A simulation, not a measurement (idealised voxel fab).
process module | voxel transistor to metal
cross-section cut | 295 nm wide | cells 5 nm
A cross-section is a grid of square cells, given in bands from the top down. A band is one or more rows of cells.
Each band's line starts with the height of the band's top and of its bottom, in nm. Then come its materials from left to right, each with its width in nm. One material with "throughout" fills the band from edge to edge. "air" is empty space.
Height 0 is the level under which the wafer as received is all one material. The lowest band goes on downwards, as in "0 down".
A width such as "30 to 40" changes by the same amount from each row of cells to the next, from the band's top row to its bottom row.
"no change" after a step means that no cell of the cross-section changed.
closed voids: empty space of 8 cells or more with no open way to the top, each as width x height at its distance from the left edge, in nm
after a step's settings: what the simulator itself notes on the step
overlay nm, on a step with a mask: how far to the right of its planned place the mask lay; to the left if negative
Each pair below shows a cross-section before one step and the cross-section after it, down to the lowest band that changed. The line under each pair gives the step between them, with its settings. The pairs can come from different runs of this module on the same starting wafer, so a pair continues from the pair above only where its "before" says so.
before
  50 to 30: air 45 | Ru 15 | air 55 | Ru 15 | air 35 | Ru 15 | air 55 | Ru 15 | air 45
  30 to 25: air 45 | TiN 15 | air 55 | TiN 15 | air 35 | TiN 15 | air 55 | TiN 15 | air 45
  25 to 15: SiO2 45 | TiN 5 | Ru 5 | TiN 5 | SiO2 55 | TiN 5 | Ru 5 | TiN 5 | SiO2 35 | TiN 5 | Ru 5 | TiN 5 | SiO2 55 | TiN 5 | Ru 5 | TiN 5 | SiO2 45
  15 to 10: SiO2 45 | TiN 15 | SiO2 5 | SiN 5 | HfO2 5 | TiN 5 | W 15 | TiN 5 | HfO2 5 | SiN 5 | SiO2 5 | TiN 15 | SiO2 35 | TiN 15 | SiO2 5 | SiN 5 | HfO2 5 | TiN 5 | W 15 | TiN 5 | HfO2 5 | SiN 5 | SiO2 5 | TiN 15 | SiO2 45
  10 to 5: SiO2 40 | nSi 25 | SiN 5 | HfO2 5 | TiN 5 | W 15 | TiN 5 | HfO2 5 | SiN 5 | nSi 25 | SiO2 25 | nSi 25 | SiN 5 | HfO2 5 | TiN 5 | W 15 | TiN 5 | HfO2 5 | SiN 5 | nSi 25 | SiO2 40
  5 to 0: SiO2 40 | SiN 5 | nSi 20 | SiN 5 | HfO2 5 | TiN 25 | HfO2 5 | SiN 5 | nSi 20 | SiN 5 | SiO2 25 | SiN 5 | nSi 20 | SiN 5 | HfO2 5 | TiN 25 | HfO2 5 | SiN 5 | nSi 20 | SiN 5 | SiO2 40
  0 to -5: SiO2 45 | nSi 20 | SiO2 5 | HfO2 35 | SiO2 5 | nSi 20 | SiO2 35 | nSi 20 | SiO2 5 | HfO2 35 | SiO2 5 | nSi 20 | SiO2 45
  -5 to -30: SiO2 40 | Si 5 | nSi 20 | Si 45 | nSi 20 | Si 5 | SiO2 25 | Si 5 | nSi 20 | Si 45 | nSi 20 | Si 5 | SiO2 40
  -30 to -35: Si 45 | nSi 20 | Si 45 | nSi 20 | Si 35 | nSi 20 | Si 45 | nSi 20 | Si 45
  -35 down: Si throughout
  closed voids: none
after
  55 to 50: air 40 | SiCN 25 | air 45 | SiCN 25 | air 25 | SiCN 25 | air 45 | SiCN 25 | air 40
  50 to 30: air 40 | SiCN 5 | Ru 15 | SiCN 5 | air 45 | SiCN 5 | Ru 15 | SiCN 5 | air 25 | SiCN 5 | Ru 15 | SiCN 5 | air 45 | SiCN 5 | Ru 15 | SiCN 5 | air 40
  30 to 25: SiCN 45 | TiN 15 | SiCN 55 | TiN 15 | SiCN 35 | TiN 15 | SiCN 55 | TiN 15 | SiCN 45
  below 25: unchanged
  closed voids: none
the step between: op CONFORMAL_DEP | material SiCN | thk nm 5
before: the cross-section after the pair above
after
  65 to 55: SiO2 throughout
  55 to 50: SiO2 40 | SiCN 25 | SiO2 45 | SiCN 25 | SiO2 25 | SiCN 25 | SiO2 45 | SiCN 25 | SiO2 40
  50 to 30: SiO2 40 | SiCN 5 | Ru 15 | SiCN 5 | SiO2 45 | SiCN 5 | Ru 15 | SiCN 5 | SiO2 25 | SiCN 5 | Ru 15 | SiCN 5 | SiO2 45 | SiCN 5 | Ru 15 | SiCN 5 | SiO2 40
  below 30: unchanged
  closed voids: none
the step between: op FILL_DEP | material SiO2 | thk nm 10
before: the cross-section after the pair above
after
  50 to 30: SiO2 40 | SiCN 5 | Ru 15 | SiCN 5 | SiO2 45 | SiCN 5 | Ru 15 | SiCN 5 | SiO2 25 | SiCN 5 | Ru 15 | SiCN 5 | SiO2 45 | SiCN 5 | Ru 15 | SiCN 5 | SiO2 40
  below 30: unchanged
  closed voids: none
the step between: op CMP | height nm 50
before: the cross-section after the pair above
after
  55 to 50: SiCN throughout
  below 50: unchanged
  closed voids: none
the step between: op CONFORMAL_DEP | material SiCN | thk nm 5
before
  15 to 5: SiO2 40 | SiN 95 | SiO2 25 | SiN 95 | SiO2 40
  5 to 0: SiO2 throughout
  0 to -30: SiO2 40 | Si 95 | SiO2 25 | Si 95 | SiO2 40
  -30 down: Si throughout
  closed voids: none
after
  15 to 5: SiO2 40 | air 95 | SiO2 25 | air 95 | SiO2 40
  below 5: unchanged
  closed voids: none
the step between: op STRIP | etch materials SiN
before: the cross-section after the pair above
after
  10 to 0: SiO2 35 | air 105 | SiO2 15 | air 105 | SiO2 35
  below 0: unchanged
  closed voids: none
the step between: op SELECTIVE_ETCH | etch materials SiO2 | depth nm 5
before: the cross-section after the pair above
after
  5 to 0: SiO2 30 | air 115 | SiO2 5 | air 115 | SiO2 30
  0 to -5: SiO2 30 | air 10 | Si 95 | air 10 | SiO2 5 | air 10 | Si 95 | air 10 | SiO2 30
  below -5: unchanged
  closed voids: none
the step between: op SELECTIVE_ETCH | etch materials SiO2 | depth nm 5
before: the cross-section after the pair above
after
  5 to 0: SiO2 30 | air 115 | SiO2 5 | air 115 | SiO2 30
  0 to -5: SiO2 30 | air 10 | SiO2 95 | air 10 | SiO2 5 | air 10 | SiO2 95 | air 10 | SiO2 30
  -5 to -10: SiO2 45 | Si 85 | SiO2 35 | Si 85 | SiO2 45
  below -10: unchanged
  closed voids: none
the step between: op OXIDIZE | depth nm 5
before: the cross-section after the pair above
after
  25 to 20: polySi 30 | air 115 | polySi 5 | air 115 | polySi 30
  20 to 15: polySi 30 | air 10 | polySi 95 | air 10 | polySi 5 | air 10 | polySi 95 | air 10 | polySi 30
  15 to 5: polySi throughout
  5 to 0: SiO2 30 | polySi 115 | SiO2 5 | polySi 115 | SiO2 30
  0 to -5: SiO2 30 | polySi 10 | SiO2 95 | polySi 10 | SiO2 5 | polySi 10 | SiO2 95 | polySi 10 | SiO2 30
  below -5: unchanged
  closed voids: none
the step between: op DIRECTIONAL_DEP | material polySi | thk nm 20
before: the cross-section after the pair above
after
  35 to 30: SiCN 30 | air 115 | SiCN 5 | air 115 | SiCN 30
  30 to 25: SiCN 30 | air 10 | SiCN 95 | air 10 | SiCN 5 | air 10 | SiCN 95 | air 10 | SiCN 30
  25 to 20: polySi 30 | SiCN 115 | polySi 5 | SiCN 115 | polySi 30
  20 to 15: polySi 30 | SiCN 10 | polySi 95 | SiCN 10 | polySi 5 | SiCN 10 | polySi 95 | SiCN 10 | polySi 30
  below 15: unchanged
  closed voids: none
the step between: op DIRECTIONAL_DEP | material SiCN | thk nm 10
before: the cross-section after the pair above
after
  30 to 25: air 75 | SiCN 25 | air 95 | SiCN 25 | air 75
  25 to 20: polySi 30 | air 45 | SiCN 25 | air 45 | polySi 5 | air 45 | SiCN 25 | air 45 | polySi 30
  20 to 15: polySi 30 | air 10 | polySi 95 | air 10 | polySi 5 | air 10 | polySi 95 | air 10 | polySi 30
  below 15: unchanged
  closed voids: none
the step between: op MASKED_ETCH | tone cover | mask id GATE | width nm 25 | pitch nm 120 | etch materials SiCN | depth nm 20 | overlay nm 0
before: the cross-section after the pair above
after
  30 to 20: air 75 | SiCN 25 | air 95 | SiCN 25 | air 75
  20 to 5: air 75 | polySi 25 | air 95 | polySi 25 | air 75
  5 to 0: SiO2 30 | air 45 | polySi 25 | air 45 | SiO2 5 | air 45 | polySi 25 | air 45 | SiO2 30
  0 to -5: SiO2 30 | air 10 | SiO2 95 | air 10 | SiO2 5 | air 10 | SiO2 95 | air 10 | SiO2 30
  below -5: unchanged
  closed voids: none
the step between: op MASKED_ETCH | tone cover | mask id GATE | width nm 25 | pitch nm 120 | etch materials polySi | depth nm 30 | overlay nm 0
before: the cross-section after the pair above
after
  35 to 30: air 70 | SiO2 35 | air 85 | SiO2 35 | air 70
  30 to 20: air 70 | SiO2 5 | SiCN 25 | SiO2 5 | air 85 | SiO2 5 | SiCN 25 | SiO2 5 | air 70
  20 to 10: air 70 | SiO2 5 | polySi 25 | SiO2 5 | air 85 | SiO2 5 | polySi 25 | SiO2 5 | air 70
  10 to 5: SiO2 35 | air 35 | SiO2 5 | polySi 25 | SiO2 5 | air 35 | SiO2 15 | air 35 | SiO2 5 | polySi 25 | SiO2 5 | air 35 | SiO2 35
  5 to 0: SiO2 75 | polySi 25 | SiO2 95 | polySi 25 | SiO2 75
  0 to -5: SiO2 throughout
  below -5: unchanged
  closed voids: none
the step between: op CONFORMAL_DEP | material SiO2 | thk nm 5
before: the cross-section after the pair above
after
  30 to 20: air 70 | SiO2 5 | SiCN 25 | SiO2 5 | air 85 | SiO2 5 | SiCN 25 | SiO2 5 | air 70
  20 to 5: air 70 | SiO2 5 | polySi 25 | SiO2 5 | air 85 | SiO2 5 | polySi 25 | SiO2 5 | air 70
  5 to 0: SiO2 35 | air 35 | SiO2 5 | polySi 25 | SiO2 5 | air 35 | SiO2 15 | air 35 | SiO2 5 | polySi 25 | SiO2 5 | air 35 | SiO2 35
  below 0: unchanged
  closed voids: none
the step between: op DIRECTIONAL_ETCH | etch materials SiO2 | depth nm 5
before: the cross-section after the pair above
after
  35 to 30: air 65 | SiN 45 | air 75 | SiN 45 | air 65
  30 to 20: air 65 | SiN 5 | SiO2 5 | SiCN 25 | SiO2 5 | SiN 5 | air 75 | SiN 5 | SiO2 5 | SiCN 25 | SiO2 5 | SiN 5 | air 65
  20 to 10: air 65 | SiN 5 | SiO2 5 | polySi 25 | SiO2 5 | SiN 5 | air 75 | SiN 5 | SiO2 5 | polySi 25 | SiO2 5 | SiN 5 | air 65
  10 to 5: SiN 40 | air 25 | SiN 5 | SiO2 5 | polySi 25 | SiO2 5 | SiN 5 | air 25 | SiN 25 | air 25 | SiN 5 | SiO2 5 | polySi 25 | SiO2 5 | SiN 5 | air 25 | SiN 40
  5 to 0: SiO2 35 | SiN 35 | SiO2 5 | polySi 25 | SiO2 5 | SiN 35 | SiO2 15 | SiN 35 | SiO2 5 | polySi 25 | SiO2 5 | SiN 35 | SiO2 35
  below 0: unchanged
  closed voids: none
the step between: op CONFORMAL_DEP | material SiN | thk nm 5
before: the cross-section after the pair above
after
  30 to 20: air 65 | SiN 5 | SiO2 5 | SiCN 25 | SiO2 5 | SiN 5 | air 75 | SiN 5 | SiO2 5 | SiCN 25 | SiO2 5 | SiN 5 | air 65
  20 to 5: air 65 | SiN 5 | SiO2 5 | polySi 25 | SiO2 5 | SiN 5 | air 75 | SiN 5 | SiO2 5 | polySi 25 | SiO2 5 | SiN 5 | air 65
  5 to 0: SiO2 35 | SiN 5 | air 25 | SiN 5 | SiO2 5 | polySi 25 | SiO2 5 | SiN 5 | air 25 | SiN 5 | SiO2 15 | SiN 5 | air 25 | SiN 5 | SiO2 5 | polySi 25 | SiO2 5 | SiN 5 | air 25 | SiN 5 | SiO2 35
  below 0: unchanged
  closed voids: none
the step between: op DIRECTIONAL_ETCH | etch materials SiN | depth nm 5
before: the cross-section after the pair above
after
  30 to 25: air 65 | SiN 5 | air 5 | SiCN 25 | air 5 | SiN 5 | air 75 | SiN 5 | air 5 | SiCN 25 | air 5 | SiN 5 | air 65
  25 to 20: air 65 | SiN 5 | SiO2 5 | SiCN 25 | SiO2 5 | SiN 5 | air 75 | SiN 5 | SiO2 5 | SiCN 25 | SiO2 5 | SiN 5 | air 65
  20 to 5: air 65 | SiN 5 | SiO2 5 | polySi 25 | SiO2 5 | SiN 5 | air 75 | SiN 5 | SiO2 5 | polySi 25 | SiO2 5 | SiN 5 | air 65
  5 to 0: air 35 | SiN 5 | air 25 | SiN 5 | SiO2 5 | polySi 25 | SiO2 5 | SiN 5 | air 25 | SiN 5 | air 15 | SiN 5 | air 25 | SiN 5 | SiO2 5 | polySi 25 | SiO2 5 | SiN 5 | air 25 | SiN 5 | air 35
  0 to -5: SiO2 40 | air 25 | SiO2 45 | air 25 | SiO2 25 | air 25 | SiO2 45 | air 25 | SiO2 40
  below -5: unchanged
  closed voids: none
the step between: op DIRECTIONAL_ETCH | etch materials SiO2 | depth nm 5
before: the cross-section after the pair above
after
  30 to 25: air 65 | SiN 5 | air 5 | SiCN 25 | air 5 | SiN 5 | air 75 | SiN 5 | air 5 | SiCN 25 | air 5 | SiN 5 | air 65
  25 to 20: air 65 | SiN 5 | SiO2 5 | SiCN 25 | SiO2 5 | SiN 5 | air 75 | SiN 5 | SiO2 5 | SiCN 25 | SiO2 5 | SiN 5 | air 65
  20 to 5: air 65 | SiN 5 | SiO2 5 | polySi 25 | SiO2 5 | SiN 5 | air 75 | SiN 5 | SiO2 5 | polySi 25 | SiO2 5 | SiN 5 | air 65
  5 to 0: air 35 | SiN 5 | air 25 | SiN 5 | SiO2 5 | polySi 25 | SiO2 5 | SiN 5 | air 25 | SiN 5 | air 15 | SiN 5 | air 25 | SiN 5 | SiO2 5 | polySi 25 | SiO2 5 | SiN 5 | air 25 | SiN 5 | air 35
  0 to -5: SiO2 40 | air 25 | SiO2 45 | air 25 | SiO2 25 | air 25 | SiO2 45 | air 25 | SiO2 40
  -5 to -10: SiO2 45 | air 20 | Si 45 | air 20 | SiO2 35 | air 20 | Si 45 | air 20 | SiO2 45
  -10 to -20: SiO2 40 | Si 5 | air 20 | Si 45 | air 20 | Si 5 | SiO2 25 | Si 5 | air 20 | Si 45 | air 20 | Si 5 | SiO2 40
  below -20: unchanged
  closed voids: none
the step between: op DIRECTIONAL_ETCH | etch materials Si | depth nm 15
before: the cross-section after the pair above
after
  30 to 25: air 65 | SiN 5 | air 5 | SiCN 25 | air 5 | SiN 5 | air 75 | SiN 5 | air 5 | SiCN 25 | air 5 | SiN 5 | air 65
  25 to 20: air 65 | SiN 5 | SiO2 5 | SiCN 25 | SiO2 5 | SiN 5 | air 75 | SiN 5 | SiO2 5 | SiCN 25 | SiO2 5 | SiN 5 | air 65
  20 to 10: air 65 | SiN 5 | SiO2 5 | polySi 25 | SiO2 5 | SiN 5 | air 75 | SiN 5 | SiO2 5 | polySi 25 | SiO2 5 | SiN 5 | air 65
  10 to 5: air 50 | nSi 15 | SiN 5 | SiO2 5 | polySi 25 | SiO2 5 | SiN 5 | nSi 15 | air 45 | nSi 15 | SiN 5 | SiO2 5 | polySi 25 | SiO2 5 | SiN 5 | nSi 15 | air 50
  5 to 0: air 35 | SiN 5 | nSi 25 | SiN 5 | SiO2 5 | polySi 25 | SiO2 5 | SiN 5 | nSi 25 | SiN 5 | air 15 | SiN 5 | nSi 25 | SiN 5 | SiO2 5 | polySi 25 | SiO2 5 | SiN 5 | nSi 25 | SiN 5 | air 35
  0 to -5: SiO2 40 | nSi 25 | SiO2 45 | nSi 25 | SiO2 25 | nSi 25 | SiO2 45 | nSi 25 | SiO2 40
  -5 to -10: SiO2 45 | nSi 20 | Si 45 | nSi 20 | SiO2 35 | nSi 20 | Si 45 | nSi 20 | SiO2 45
  -10 to -20: SiO2 40 | Si 5 | nSi 20 | Si 45 | nSi 20 | Si 5 | SiO2 25 | Si 5 | nSi 20 | Si 45 | nSi 20 | Si 5 | SiO2 40
  below -20: unchanged
  closed voids: none
the step between: op EPI | material nSi | thk nm 15
before: the cross-section after the pair above
after
  40 to 30: SiO2 throughout
  30 to 20: SiO2 65 | SiN 5 | SiO2 5 | SiCN 25 | SiO2 5 | SiN 5 | SiO2 75 | SiN 5 | SiO2 5 | SiCN 25 | SiO2 5 | SiN 5 | SiO2 65
  20 to 10: SiO2 65 | SiN 5 | SiO2 5 | polySi 25 | SiO2 5 | SiN 5 | SiO2 75 | SiN 5 | SiO2 5 | polySi 25 | SiO2 5 | SiN 5 | SiO2 65
  10 to 5: SiO2 50 | nSi 15 | SiN 5 | SiO2 5 | polySi 25 | SiO2 5 | SiN 5 | nSi 15 | SiO2 45 | nSi 15 | SiN 5 | SiO2 5 | polySi 25 | SiO2 5 | SiN 5 | nSi 15 | SiO2 50
  5 to 0: SiO2 35 | SiN 5 | nSi 25 | SiN 5 | SiO2 5 | polySi 25 | SiO2 5 | SiN 5 | nSi 25 | SiN 5 | SiO2 15 | SiN 5 | nSi 25 | SiN 5 | SiO2 5 | polySi 25 | SiO2 5 | SiN 5 | nSi 25 | SiN 5 | SiO2 35
  below 0: unchanged
  closed voids: none
the step between: op FILL_DEP | material SiO2 | thk nm 10
before: the cross-section after the pair above
after
  20 to 10: SiO2 65 | SiN 5 | SiO2 5 | polySi 25 | SiO2 5 | SiN 5 | SiO2 75 | SiN 5 | SiO2 5 | polySi 25 | SiO2 5 | SiN 5 | SiO2 65
  below 10: unchanged
  closed voids: none
the step between: op CMP | height nm 20
before: the cross-section after the pair above
after
  20 to 10: SiO2 65 | SiN 5 | SiO2 5 | air 25 | SiO2 5 | SiN 5 | SiO2 75 | SiN 5 | SiO2 5 | air 25 | SiO2 5 | SiN 5 | SiO2 65
  10 to 5: SiO2 50 | nSi 15 | SiN 5 | SiO2 5 | air 25 | SiO2 5 | SiN 5 | nSi 15 | SiO2 45 | nSi 15 | SiN 5 | SiO2 5 | air 25 | SiO2 5 | SiN 5 | nSi 15 | SiO2 50
  5 to 0: SiO2 35 | SiN 5 | nSi 25 | SiN 5 | SiO2 5 | air 25 | SiO2 5 | SiN 5 | nSi 25 | SiN 5 | SiO2 15 | SiN 5 | nSi 25 | SiN 5 | SiO2 5 | air 25 | SiO2 5 | SiN 5 | nSi 25 | SiN 5 | SiO2 35
  below 0: unchanged
  closed voids: none
the step between: op STRIP | etch materials polySi
before: the cross-section after the pair above
after
  20 to 15: air 65 | SiN 5 | air 35 | SiN 5 | air 75 | SiN 5 | air 35 | SiN 5 | air 65
  15 to 10: SiO2 65 | SiN 5 | air 35 | SiN 5 | SiO2 75 | SiN 5 | air 35 | SiN 5 | SiO2 65
  10 to 5: SiO2 50 | nSi 15 | SiN 5 | air 35 | SiN 5 | nSi 15 | SiO2 45 | nSi 15 | SiN 5 | air 35 | SiN 5 | nSi 15 | SiO2 50
  5 to 0: SiO2 35 | SiN 5 | nSi 25 | SiN 5 | air 35 | SiN 5 | nSi 25 | SiN 5 | SiO2 15 | SiN 5 | nSi 25 | SiN 5 | air 35 | SiN 5 | nSi 25 | SiN 5 | SiO2 35
  0 to -5: SiO2 40 | nSi 25 | SiO2 5 | air 35 | SiO2 5 | nSi 25 | SiO2 25 | nSi 25 | SiO2 5 | air 35 | SiO2 5 | nSi 25 | SiO2 40
  below -5: unchanged
  closed voids: none
the step between: op SELECTIVE_ETCH | etch materials SiO2 | depth nm 5
before: the cross-section after the pair above
after
  25 to 20: air 60 | HfO2 15 | air 25 | HfO2 15 | air 65 | HfO2 15 | air 25 | HfO2 15 | air 60
  20 to 15: HfO2 65 | SiN 5 | HfO2 5 | air 25 | HfO2 5 | SiN 5 | HfO2 75 | SiN 5 | HfO2 5 | air 25 | HfO2 5 | SiN 5 | HfO2 65
  15 to 10: SiO2 65 | SiN 5 | HfO2 5 | air 25 | HfO2 5 | SiN 5 | SiO2 75 | SiN 5 | HfO2 5 | air 25 | HfO2 5 | SiN 5 | SiO2 65
  10 to 5: SiO2 50 | nSi 15 | SiN 5 | HfO2 5 | air 25 | HfO2 5 | SiN 5 | nSi 15 | SiO2 45 | nSi 15 | SiN 5 | HfO2 5 | air 25 | HfO2 5 | SiN 5 | nSi 15 | SiO2 50
  5 to 0: SiO2 35 | SiN 5 | nSi 25 | SiN 5 | HfO2 5 | air 25 | HfO2 5 | SiN 5 | nSi 25 | SiN 5 | SiO2 15 | SiN 5 | nSi 25 | SiN 5 | HfO2 5 | air 25 | HfO2 5 | SiN 5 | nSi 25 | SiN 5 | SiO2 35
  0 to -5: SiO2 40 | nSi 25 | SiO2 5 | HfO2 35 | SiO2 5 | nSi 25 | SiO2 25 | nSi 25 | SiO2 5 | HfO2 35 | SiO2 5 | nSi 25 | SiO2 40
  below -5: unchanged
  closed voids: none
the step between: op CONFORMAL_DEP | material HfO2 | thk nm 5
before: the cross-section after the pair above
after
  30 to 25: air 55 | TiN 25 | air 15 | TiN 25 | air 55 | TiN 25 | air 15 | TiN 25 | air 55
  25 to 20: TiN 60 | HfO2 15 | TiN 5 | air 15 | TiN 5 | HfO2 15 | TiN 65 | HfO2 15 | TiN 5 | air 15 | TiN 5 | HfO2 15 | TiN 60
  20 to 15: HfO2 65 | SiN 5 | HfO2 5 | TiN 5 | air 15 | TiN 5 | HfO2 5 | SiN 5 | HfO2 75 | SiN 5 | HfO2 5 | TiN 5 | air 15 | TiN 5 | HfO2 5 | SiN 5 | HfO2 65
  15 to 10: SiO2 65 | SiN 5 | HfO2 5 | TiN 5 | air 15 | TiN 5 | HfO2 5 | SiN 5 | SiO2 75 | SiN 5 | HfO2 5 | TiN 5 | air 15 | TiN 5 | HfO2 5 | SiN 5 | SiO2 65
  10 to 5: SiO2 50 | nSi 15 | SiN 5 | HfO2 5 | TiN 5 | air 15 | TiN 5 | HfO2 5 | SiN 5 | nSi 15 | SiO2 45 | nSi 15 | SiN 5 | HfO2 5 | TiN 5 | air 15 | TiN 5 | HfO2 5 | SiN 5 | nSi 15 | SiO2 50
  5 to 0: SiO2 35 | SiN 5 | nSi 25 | SiN 5 | HfO2 5 | TiN 25 | HfO2 5 | SiN 5 | nSi 25 | SiN 5 | SiO2 15 | SiN 5 | nSi 25 | SiN 5 | HfO2 5 | TiN 25 | HfO2 5 | SiN 5 | nSi 25 | SiN 5 | SiO2 35
  below 0: unchanged
  closed voids: none
the step between: op CONFORMAL_DEP | material TiN | thk nm 5
before: the cross-section after the pair above
after
  35 to 30: W throughout
  30 to 25: W 55 | TiN 25 | W 15 | TiN 25 | W 55 | TiN 25 | W 15 | TiN 25 | W 55
  25 to 20: TiN 60 | HfO2 15 | TiN 5 | W 15 | TiN 5 | HfO2 15 | TiN 65 | HfO2 15 | TiN 5 | W 15 | TiN 5 | HfO2 15 | TiN 60
  20 to 15: HfO2 65 | SiN 5 | HfO2 5 | TiN 5 | W 15 | TiN 5 | HfO2 5 | SiN 5 | HfO2 75 | SiN 5 | HfO2 5 | TiN 5 | W 15 | TiN 5 | HfO2 5 | SiN 5 | HfO2 65
  15 to 10: SiO2 65 | SiN 5 | HfO2 5 | TiN 5 | W 15 | TiN 5 | HfO2 5 | SiN 5 | SiO2 75 | SiN 5 | HfO2 5 | TiN 5 | W 15 | TiN 5 | HfO2 5 | SiN 5 | SiO2 65
  10 to 5: SiO2 50 | nSi 15 | SiN 5 | HfO2 5 | TiN 5 | W 15 | TiN 5 | HfO2 5 | SiN 5 | nSi 15 | SiO2 45 | nSi 15 | SiN 5 | HfO2 5 | TiN 5 | W 15 | TiN 5 | HfO2 5 | SiN 5 | nSi 15 | SiO2 50
  below 5: unchanged
  closed voids: none
the step between: op FILL_DEP | material W | thk nm 5
before: the cross-section after the pair above
after
  15 to 10: SiO2 65 | SiN 5 | HfO2 5 | TiN 5 | W 15 | TiN 5 | HfO2 5 | SiN 5 | SiO2 75 | SiN 5 | HfO2 5 | TiN 5 | W 15 | TiN 5 | HfO2 5 | SiN 5 | SiO2 65
  below 10: unchanged
  closed voids: none
the step between: op CMP | height nm 15
before: the cross-section after the pair above
after
  25 to 15: SiO2 throughout
  below 15: unchanged
  closed voids: none
the step between: op DIRECTIONAL_DEP | material SiO2 | thk nm 10
before: the cross-section after the pair above
after
  25 to 15: SiO2 45 | air 15 | SiO2 55 | air 15 | SiO2 35 | air 15 | SiO2 55 | air 15 | SiO2 45
  15 to 10: SiO2 45 | air 15 | SiO2 5 | SiN 5 | HfO2 5 | TiN 5 | W 15 | TiN 5 | HfO2 5 | SiN 5 | SiO2 5 | air 15 | SiO2 35 | air 15 | SiO2 5 | SiN 5 | HfO2 5 | TiN 5 | W 15 | TiN 5 | HfO2 5 | SiN 5 | SiO2 5 | air 15 | SiO2 45
  below 10: unchanged
  closed voids: none
the step between: op MASKED_ETCH | tone open | mask id CONTACT | width nm 15 | etch materials SiO2 | depth nm 15 | overlay nm 0
before: the cross-section after the pair above
after
  30 to 25: TiN 50 | air 5 | TiN 65 | air 5 | TiN 45 | air 5 | TiN 65 | air 5 | TiN 50
  25 to 15: SiO2 45 | TiN 5 | air 5 | TiN 5 | SiO2 55 | TiN 5 | air 5 | TiN 5 | SiO2 35 | TiN 5 | air 5 | TiN 5 | SiO2 55 | TiN 5 | air 5 | TiN 5 | SiO2 45
  15 to 10: SiO2 45 | TiN 15 | SiO2 5 | SiN 5 | HfO2 5 | TiN 5 | W 15 | TiN 5 | HfO2 5 | SiN 5 | SiO2 5 | TiN 15 | SiO2 35 | TiN 15 | SiO2 5 | SiN 5 | HfO2 5 | TiN 5 | W 15 | TiN 5 | HfO2 5 | SiN 5 | SiO2 5 | TiN 15 | SiO2 45
  below 10: unchanged
  closed voids: none
the step between: op CONFORMAL_DEP | material TiN | thk nm 5
before: the cross-section after the pair above
after
  40 to 30: Ru throughout
  30 to 25: TiN 50 | Ru 5 | TiN 65 | Ru 5 | TiN 45 | Ru 5 | TiN 65 | Ru 5 | TiN 50
  25 to 15: SiO2 45 | TiN 5 | Ru 5 | TiN 5 | SiO2 55 | TiN 5 | Ru 5 | TiN 5 | SiO2 35 | TiN 5 | Ru 5 | TiN 5 | SiO2 55 | TiN 5 | Ru 5 | TiN 5 | SiO2 45
  below 15: unchanged
  closed voids: none
the step between: op FILL_DEP | material Ru | thk nm 10
before: the cross-section after the pair above
after
  25 to 15: SiO2 45 | TiN 5 | Ru 5 | TiN 5 | SiO2 55 | TiN 5 | Ru 5 | TiN 5 | SiO2 35 | TiN 5 | Ru 5 | TiN 5 | SiO2 55 | TiN 5 | Ru 5 | TiN 5 | SiO2 45
  below 15: unchanged
  closed voids: none
the step between: op CMP | height nm 25
before: the cross-section after the pair above
after
  30 to 25: TiN throughout
  below 25: unchanged
  closed voids: none
the step between: op DIRECTIONAL_DEP | material TiN | thk nm 5
before: the cross-section after the pair above
after
  50 to 30: Ru throughout
  below 30: unchanged
  closed voids: none
the step between: op DIRECTIONAL_DEP | material Ru | thk nm 20
before: the cross-section after the pair above
after
  60 to 50: aC throughout
  below 50: unchanged
  closed voids: none
the step between: op DIRECTIONAL_DEP | material aC | thk nm 10
before: the cross-section after the pair above
after
  90 to 60: air 45 | resist 15 | air 55 | resist 15 | air 35 | resist 15 | air 55 | resist 15 | air 45
  below 60: unchanged
  closed voids: none
the step between: op PATTERN | tone cover | mask id METAL_1 | material resist | width nm 15 | thk nm 30 | overlay nm 0
before: the cross-section after the pair above
after
  80 to 60: air 45 | resist 15 | air 55 | resist 15 | air 35 | resist 15 | air 55 | resist 15 | air 45
  60 to 50: air 45 | aC 15 | air 55 | aC 15 | air 35 | aC 15 | air 55 | aC 15 | air 45
  below 50: unchanged
  closed voids: none
the step between: op DIRECTIONAL_ETCH | etch materials aC | depth nm 10
before: the cross-section after the pair above
after
  60 to 50: air 45 | aC 15 | air 55 | aC 15 | air 35 | aC 15 | air 55 | aC 15 | air 45
  below 50: unchanged
  closed voids: none
the step between: op STRIP | etch materials resist
before: the cross-section after the pair above
after
  60 to 50: air 45 | aC 15 | air 55 | aC 15 | air 35 | aC 15 | air 55 | aC 15 | air 45
  50 to 30: air 45 | Ru 15 | air 55 | Ru 15 | air 35 | Ru 15 | air 55 | Ru 15 | air 45
  below 30: unchanged
  closed voids: none
the step between: op DIRECTIONAL_ETCH | etch materials Ru | depth nm 20
before: the cross-section after the pair above
after
  60 to 50: air 45 | aC 15 | air 55 | aC 15 | air 35 | aC 15 | air 55 | aC 15 | air 45
  50 to 30: air 45 | Ru 15 | air 55 | Ru 15 | air 35 | Ru 15 | air 55 | Ru 15 | air 45
  30 to 25: air 45 | TiN 15 | air 55 | TiN 15 | air 35 | TiN 15 | air 55 | TiN 15 | air 45
  below 25: unchanged
  closed voids: none
the step between: op DIRECTIONAL_ETCH | etch materials TiN | depth nm 5
before: the cross-section after the pair above
after
  50 to 30: air 45 | Ru 15 | air 55 | Ru 15 | air 35 | Ru 15 | air 55 | Ru 15 | air 45
  below 30: unchanged
  closed voids: none
the step between: op STRIP | etch materials aC
before: the cross-section after the pair above
after
  55 to 50: air 40 | SiCN 25 | air 45 | SiCN 25 | air 25 | SiCN 25 | air 45 | SiCN 25 | air 40
  50 to 30: air 40 | SiCN 5 | Ru 15 | SiCN 5 | air 45 | SiCN 5 | Ru 15 | SiCN 5 | air 25 | SiCN 5 | Ru 15 | SiCN 5 | air 45 | SiCN 5 | Ru 15 | SiCN 5 | air 40
  30 to 25: SiCN 45 | TiN 15 | SiCN 55 | TiN 15 | SiCN 35 | TiN 15 | SiCN 55 | TiN 15 | SiCN 45
  below 25: unchanged
  closed voids: none
the step between: op CONFORMAL_DEP | material SiCN | thk nm 5
before: the cross-section after the pair above
after
  65 to 55: SiO2 throughout
  55 to 50: SiO2 40 | SiCN 25 | SiO2 45 | SiCN 25 | SiO2 25 | SiCN 25 | SiO2 45 | SiCN 25 | SiO2 40
  50 to 30: SiO2 40 | SiCN 5 | Ru 15 | SiCN 5 | SiO2 45 | SiCN 5 | Ru 15 | SiCN 5 | SiO2 25 | SiCN 5 | Ru 15 | SiCN 5 | SiO2 45 | SiCN 5 | Ru 15 | SiCN 5 | SiO2 40
  below 30: unchanged
  closed voids: none
the step between: op FILL_DEP | material SiO2 | thk nm 10
before: the cross-section after the pair above
after
  50 to 30: SiO2 40 | SiCN 5 | Ru 15 | SiCN 5 | SiO2 45 | SiCN 5 | Ru 15 | SiCN 5 | SiO2 25 | SiCN 5 | Ru 15 | SiCN 5 | SiO2 45 | SiCN 5 | Ru 15 | SiCN 5 | SiO2 40
  below 30: unchanged
  closed voids: none
the step between: op CMP | height nm 50
before: the cross-section after the pair above
after
  55 to 50: SiCN throughout
  below 50: unchanged
  closed voids: none
the step between: op CONFORMAL_DEP | material SiCN | thk nm 5
